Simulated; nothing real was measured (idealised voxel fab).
The process module presented herein is designated voxel double patterning.
Each square cell in cross-section cut measures 5 nm, and the section as a whole is 165 nm wide.
Cross-section layout: square cells on a grid; listed as bands, top to bottom; a band spans one or more cell rows.
Heads up on the band format: heights come first, top then bottom, in nm. After that it's the materials left to right, each with its width in nm. A single material flagged "everywhere" fills the whole band edge to edge, and "empty" means there's empty space there.
Beneath 0, the wafer as received is one material, and that level is where height counting begins. The lowest band goes on downward without a bottom; it is written like "0..down".
The notation "30..40" denotes a width that varies across the rows of cells in the band, beginning at the first number in the top row, finishing at the second number in the bottom row, and changing by an identical amount from each row to the next.
Step note "remains unaltered" = no cross-section cell changed.
Empty spaces counting at least 8 cells and having no open way to the top are listed in "Unvented internal voids". The notation width x height at distance is used for each, the distance being from the left edge and all three values in nm.
Past the settings on a step's line: simulator remark, on that step.
overlay nm: right-of-plan distance of the mask on a masked step; negative values mean left-of-plan.
Set out below are the planned steps of the process
1) RECEIVE,material Si
2) CONFORMAL_DEP,material SiN,thk nm 5
3) DIRECTIONAL_DEP,material SiO2,thk nm 15
4) DIRECTIONAL_DEP,material SiCN,thk nm 5
5) DIRECTIONAL_DEP,material aC,thk nm 15
6) PATTERN,tone open,mask id FIRST,material resist,width nm 15,pitch nm 50,thk nm 35,overlay nm 0
7) DIRECTIONAL_ETCH,etch materials aC,depth nm 15
8) STRIP,etch materials resist
9) DIRECTIONAL_ETCH,etch materials SiCN,depth nm 5
10) STRIP,etch materials aC
11) DIRECTIONAL_DEP,material aC,thk nm 15
12) PATTERN,tone open,mask id SECOND,material resist,width nm 15,thk nm 35,overlay nm 0
13) DIRECTIONAL_ETCH,etch materials aC,depth nm 15
14) STRIP,etch materials resist
15) DIRECTIONAL_ETCH,etch materials SiCN,depth nm 5
16) STRIP,etch materials aC
17) DIRECTIONAL_ETCH,etch materials SiO2,depth nm 15
18) STRIP,etch materials SiCN
Incoming wafer, cross-sectional view, post step 1
    0..down | Si everywhere
    Unvented internal voids: none
First wafer of two, sectioned at end of module; run went per plan
    20..5 | 50 nm SiO2, 15 nm empty, 10 nm SiO2, 15 nm empty, 10 nm SiO2, 15 nm empty, 50 nm SiO2
    5..0 | SiN everywhere
    0..down | Si everywhere
    Unvented internal voids: none
Cross-section at end of module for the second wafer of two, which matched the first in starting point and plan and differed by one mistake in its processing
    20..5 | 75 nm empty, 15 nm SiO2, 75 nm empty
    5..0 | SiN everywhere
    0..down | Si everywhere
    Unvented internal voids: none
Where did the run depart from the plan? note that step 12 departed from the planned setting and was carried out as PATTERN,tone cover,mask id SECOND,material resist,width nm 15,thk nm 35,overlay nm 0
It is noted that, at the conclusion of processing, the second wafer exhibits a higher or lower cell count for certain materials relative to the first: -63 SiO2
